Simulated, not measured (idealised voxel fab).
Proc. module: voxel ribs on slabs
Cross-section cut spans 225 nm and uses square cells 5 nm in size.
A cross-section is written here as square cells arranged in a grid, and it is given in bands from the top down, each band taking up one or more rows of cells.
Each band's line starts with the height of the band's top and of its bottom, in nm. Then come its materials from left to right, each with its width in nm. One material with "throughout" fills the band from edge to edge. "air" is empty space.
All heights in this document are referenced to 0, defined as the level beneath which the wafer, as received, consists entirely of one material. The lowest band is not bounded below; it extends indefinitely downward and is written in the form "top 0, no bottom".
It should be noted that a width expressed as "30 to 40" varies in equal increments from row to row of cells within the band, taking the value of the first number at the top row and that of the second number at the bottom row.
It should be understood that the words "nothing changed", when stated for a given step, signify that the cross-section underwent no change in any of its cells during that step.
What "Sealed cavities" gives you is every empty space of 8 cells or more that is cut off from the top. Each appears as width x height at distance, with the distance taken from the left edge and width, height and distance all in nm.
Read whatever lies past the settings on a step's line as the simulator's own remark about the step.
You can add "overlay nm" to a step's line. For a step with a mask, it describes how far the mask lay to the right of its planned position, and a negative number describes a lay to the left.
Listed below are the process steps as planned:
1,RECEIVE with material Si
2,DIRECTIONAL_DEP with material SiO2, thk nm 20
3,DIRECTIONAL_DEP with material SiN, thk nm 15
4,PATTERN with tone cover, mask id RIB, material resist, width nm 15, thk nm 20, overlay nm 0
5,DIRECTIONAL_ETCH with etch materials SiN, depth nm 10
6,STRIP with etch materials resist
7,PATTERN with tone cover, mask id SLAB, material resist, width nm 65, thk nm 20, overlay nm -15
8,DIRECTIONAL_ETCH with etch materials SiN, depth nm 5
9,STRIP with etch materials resist
10,FILL_DEP with material SiO2, thk nm 20
11,CMP with height nm 50
12,DIRECTIONAL_DEP with material TiN, thk nm 10
13,PATTERN with tone cover, mask id HEATER, material resist, width nm 25, thk nm 15, overlay nm 0
14,DIRECTIONAL_ETCH with etch materials TiN, depth nm 10
15,STRIP with etch materials resist
16,CONFORMAL_DEP with material SiN, thk nm 10
Variable across wafers: step 7 overlay nm (plan value is that of the first wafer; starting state common to all).
First of several wafers, received after step 1, in cross-section:
  top 0, no bottom: Si throughout
  Sealed cavities: none
Wafer rows; end of module; cells per material since receipt: (+) gained, (-) lost; then closed voids:
overlay nm -15, +117 SiN, +431 SiO2, +10 TiN, Sealed cavities: none
overlay nm -10, +117 SiN, +431 SiO2, +10 TiN, Sealed cavities: none
overlay nm -5, +117 SiN, +431 SiO2, +10 TiN, Sealed cavities: none
overlay nm 0, +117 SiN, +431 SiO2, +10 TiN, Sealed cavities: none
overlay nm 5, +117 SiN, +431 SiO2, +10 TiN, Sealed cavities: none
overlay nm 10, +117 SiN, +431 SiO2, +10 TiN, Sealed cavities: none
overlay nm 15, +117 SiN, +431 SiO2, +10 TiN, Sealed cavities: none
